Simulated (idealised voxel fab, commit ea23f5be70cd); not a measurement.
You're looking at the process module voxel self aligned contacts.
This is section cut - it's 180 nm across, gridded in 5 nm square cells.
Just so we're on the same page, the cross-sections are grids of square cells, and they're listed out in bands top to bottom, each band one or more rows deep. Top, bottom (nm), then materials left to right with widths (nm); lone material tagged "everywhere" fills the whole band edge to edge; "empty" = empty space. Height datum 0, below which the as-received substrate wafer is one material. Lowest band open at the bottom, running downward: "0..down". The notation "30 to 40" denotes a width that varies across the rows of cells in the band, beginning at the first number in the top row, finishing at the second number in the bottom row, and changing by an identical amount from each row to the next. "changes: none" after a step means that no cell of the cross-section changed. If an empty space has no open way to the top and is at least 8 cells in size, "Enclosed empty spaces" lists it, written width x height at distance, where distance is measured from the left edge and every value is in nm. after a step's settings: what the simulator itself notes on the step. overlay nm: how far to the right of its planned place the mask lay on this masked step (negative: to the left).
THIS SECTION LISTS THE PROCESS STEPS THAT WERE PLANNED
| 1 | RECEIVE, material Si |
| 2 | CONFORMAL_DEP, material SiO2, thk nm 5 |
| 3 | DIRECTIONAL_DEP, material polySi, thk nm 30 |
| 4 | DIRECTIONAL_DEP, material SiN, thk nm 25 |
| 5 | PATTERN, tone cover, mask id GATE, material resist, width nm 25, pitch nm 65, thk nm 15, overlay nm 0 |
| 6 | DIRECTIONAL_ETCH, etch materials SiN, depth nm 25 |
| 7 | DIRECTIONAL_ETCH, etch materials polySi, depth nm 30 |
| 8 | STRIP, etch materials resist |
| 9 | CONFORMAL_DEP, material SiN, thk nm 10 |
| 10 | DIRECTIONAL_ETCH, etch materials SiN, depth nm 10 |
| 11 | FILL_DEP, material SiO2, thk nm 10 |
| 12 | CMP, height nm 65 |
| 13 | PATTERN, tone open, mask id CONTACT, material resist, width nm 50, thk nm 15, overlay nm 0 |
| 14 | DIRECTIONAL_ETCH, etch materials SiO2, depth nm 65 |
| 15 | STRIP, etch materials resist |
| 16 | CONFORMAL_DEP, material TiN, thk nm 5 |
| 17 | FILL_DEP, material W, thk nm 10 |
| 18 | CMP, height nm 65 |
| 19 | CONFORMAL_DEP, material SiN, thk nm 5 |
THE FIRST OF TWO WAFERS, RUN AS PLANNED
STEP 1 COMPLETE: CROSS-SECTION OF THE WAFER AS RECEIVED
0..down: Si everywhere
Enclosed empty spaces: none
CROSS-SECTION THROUGH THE WAFER, STEP 2 FINISHED
5..0: SiO2 everywhere
Beneath the level 0, the cross-section is identical to its previous state.
CROSS-SECTION THROUGH THE WAFER, STEP 3 FINISHED
35..5: polySi everywhere
Beneath the level 5, the cross-section is identical to its previous state.
CROSS-SECTION THROUGH THE WAFER, STEP 4 FINISHED
60..35: SiN everywhere
Beneath the level 35, the cross-section is identical to its previous state.
CROSS-SECTION THROUGH THE WAFER, STEP 5 FINISHED
75..60: 45 empty; 25 resist; 40 empty; 25 resist; 45 empty
Beneath the level 60, the cross-section is identical to its previous state.
CROSS-SECTION THROUGH THE WAFER, STEP 6 FINISHED
75..60: 45 empty; 25 resist; 40 empty; 25 resist; 45 empty
60..35: 45 empty; 25 SiN; 40 empty; 25 SiN; 45 empty
Beneath the level 35, the cross-section is identical to its previous state.
CROSS-SECTION THROUGH THE WAFER, STEP 7 FINISHED
75..60: 45 empty; 25 resist; 40 empty; 25 resist; 45 empty
60..35: 45 empty; 25 SiN; 40 empty; 25 SiN; 45 empty
35..5: 45 empty; 25 polySi; 40 empty; 25 polySi; 45 empty
Beneath the level 5, the cross-section is identical to its previous state.
CROSS-SECTION THROUGH THE WAFER, STEP 8 FINISHED
60..35: 45 empty; 25 SiN; 40 empty; 25 SiN; 45 empty
Beneath the level 35, the cross-section is identical to its previous state.
CROSS-SECTION THROUGH THE WAFER, STEP 9 FINISHED
70..35: 35 empty; 45 SiN; 20 empty; 45 SiN; 35 empty
35..15: 35 empty; 10 SiN; 25 polySi; 10 SiN; 20 empty; 10 SiN; 25 polySi; 10 SiN; 35 empty
15..5: 45 SiN; 25 polySi; 40 SiN; 25 polySi; 45 SiN
Beneath the level 5, the cross-section is identical to its previous state.
CROSS-SECTION THROUGH THE WAFER, STEP 10 FINISHED
60..35: 35 empty; 45 SiN; 20 empty; 45 SiN; 35 empty
35..5: 35 empty; 10 SiN; 25 polySi; 10 SiN; 20 empty; 10 SiN; 25 polySi; 10 SiN; 35 empty
Beneath the level 5, the cross-section is identical to its previous state.
CROSS-SECTION THROUGH THE WAFER, STEP 11 FINISHED
70..60: SiO2 everywhere
60..35: 35 SiO2; 45 SiN; 20 SiO2; 45 SiN; 35 SiO2
35..5: 35 SiO2; 10 SiN; 25 polySi; 10 SiN; 20 SiO2; 10 SiN; 25 polySi; 10 SiN; 35 SiO2
Beneath the level 5, the cross-section is identical to its previous state.
CROSS-SECTION THROUGH THE WAFER, STEP 12 FINISHED
65..60: SiO2 everywhere
Beneath the level 60, the cross-section is identical to its previous state.
CROSS-SECTION THROUGH THE WAFER, STEP 13 FINISHED
80..65: 65 resist; 50 empty; 65 resist
Beneath the level 65, the cross-section is identical to its previous state.
CROSS-SECTION THROUGH THE WAFER, STEP 14 FINISHED
80..65: 65 resist; 50 empty; 65 resist
65..60: 65 SiO2; 50 empty; 65 SiO2
60..35: 35 SiO2; 45 SiN; 20 empty; 45 SiN; 35 SiO2
35..5: 35 SiO2; 10 SiN; 25 polySi; 10 SiN; 20 empty; 10 SiN; 25 polySi; 10 SiN; 35 SiO2
5..0: 80 SiO2; 20 empty; 80 SiO2
Beneath the level 0, the cross-section is identical to its previous state.
CROSS-SECTION THROUGH THE WAFER, STEP 15 FINISHED
65..60: 65 SiO2; 50 empty; 65 SiO2
Beneath the level 60, the cross-section is identical to its previous state.
CROSS-SECTION THROUGH THE WAFER, STEP 16 FINISHED
70..65: 70 TiN; 40 empty; 70 TiN
65..60: 65 SiO2; 20 TiN; 10 empty; 20 TiN; 65 SiO2
60..35: 35 SiO2; 45 SiN; 5 TiN; 10 empty; 5 TiN; 45 SiN; 35 SiO2
35..5: 35 SiO2; 10 SiN; 25 polySi; 10 SiN; 5 TiN; 10 empty; 5 TiN; 10 SiN; 25 polySi; 10 SiN; 35 SiO2
5..0: 80 SiO2; 20 TiN; 80 SiO2
Beneath the level 0, the cross-section is identical to its previous state.
CROSS-SECTION THROUGH THE WAFER, STEP 17 FINISHED
80..70: W everywhere
70..65: 70 TiN; 40 W; 70 TiN
65..60: 65 SiO2; 20 TiN; 10 W; 20 TiN; 65 SiO2
60..35: 35 SiO2; 45 SiN; 5 TiN; 10 W; 5 TiN; 45 SiN; 35 SiO2
35..5: 35 SiO2; 10 SiN; 25 polySi; 10 SiN; 5 TiN; 10 W; 5 TiN; 10 SiN; 25 polySi; 10 SiN; 35 SiO2
Beneath the level 5, the cross-section is identical to its previous state.
CROSS-SECTION THROUGH THE WAFER, STEP 18 FINISHED
65..60: 65 SiO2; 20 TiN; 10 W; 20 TiN; 65 SiO2
Beneath the level 60, the cross-section is identical to its previous state.
CROSS-SECTION THROUGH THE WAFER, STEP 19 FINISHED
70..65: SiN everywhere
Beneath the level 65, the cross-section is identical to its previous state.
NOTES, SECOND WAFER: START = FIRST WAFER'S, PLAN = FIRST WAFER'S, EXECUTION HAD ONE MISTAKE; HISTORY IDENTICAL TO FIRST THROUGH STEP 15
CROSS-SECTIONAL REPRESENTATION OF THE SECOND WAFER AT THE TIME DESIGNATED IN THE PLAN FOR THE COMPLETION OF STEP 16
70..65: 70 polySi; 40 empty; 70 polySi
65..60: 65 SiO2; 20 polySi; 10 empty; 20 polySi; 65 SiO2
60..35: 35 SiO2; 45 SiN; 5 polySi; 10 empty; 5 polySi; 45 SiN; 35 SiO2
35..5: 35 SiO2; 10 SiN; 25 polySi; 10 SiN; 5 polySi; 10 empty; 5 polySi; 10 SiN; 25 polySi; 10 SiN; 35 SiO2
5..0: 80 SiO2; 20 polySi; 80 SiO2
Beneath the level 0, the cross-section is identical to its previous state.
CROSS-SECTIONAL REPRESENTATION OF THE SECOND WAFER AT THE TIME DESIGNATED IN THE PLAN FOR THE COMPLETION OF STEP 17
80..70: W everywhere
70..65: 70 polySi; 40 W; 70 polySi
65..60: 65 SiO2; 20 polySi; 10 W; 20 polySi; 65 SiO2
60..35: 35 SiO2; 45 SiN; 5 polySi; 10 W; 5 polySi; 45 SiN; 35 SiO2
35..5: 35 SiO2; 10 SiN; 25 polySi; 10 SiN; 5 polySi; 10 W; 5 polySi; 10 SiN; 25 polySi; 10 SiN; 35 SiO2
Beneath the level 5, the cross-section is identical to its previous state.
CROSS-SECTIONAL REPRESENTATION OF THE SECOND WAFER AT THE TIME DESIGNATED IN THE PLAN FOR THE COMPLETION OF STEP 18
65..60: 65 SiO2; 20 polySi; 10 W; 20 polySi; 65 SiO2
Beneath the level 60, the cross-section is identical to its previous state.
CROSS-SECTIONAL REPRESENTATION OF THE SECOND WAFER AT THE TIME DESIGNATED IN THE PLAN FOR THE COMPLETION OF STEP 19
70..65: SiN everywhere
Beneath the level 65, the cross-section is identical to its previous state.
Want to know what went wrong? step 16 was processed under conditions differing from the plan, specifically as CONFORMAL_DEP, material polySi, thk nm 5
Final comparison by cell count, materials where the second wafer has more or fewer than the first: TiN -34, polySi +34
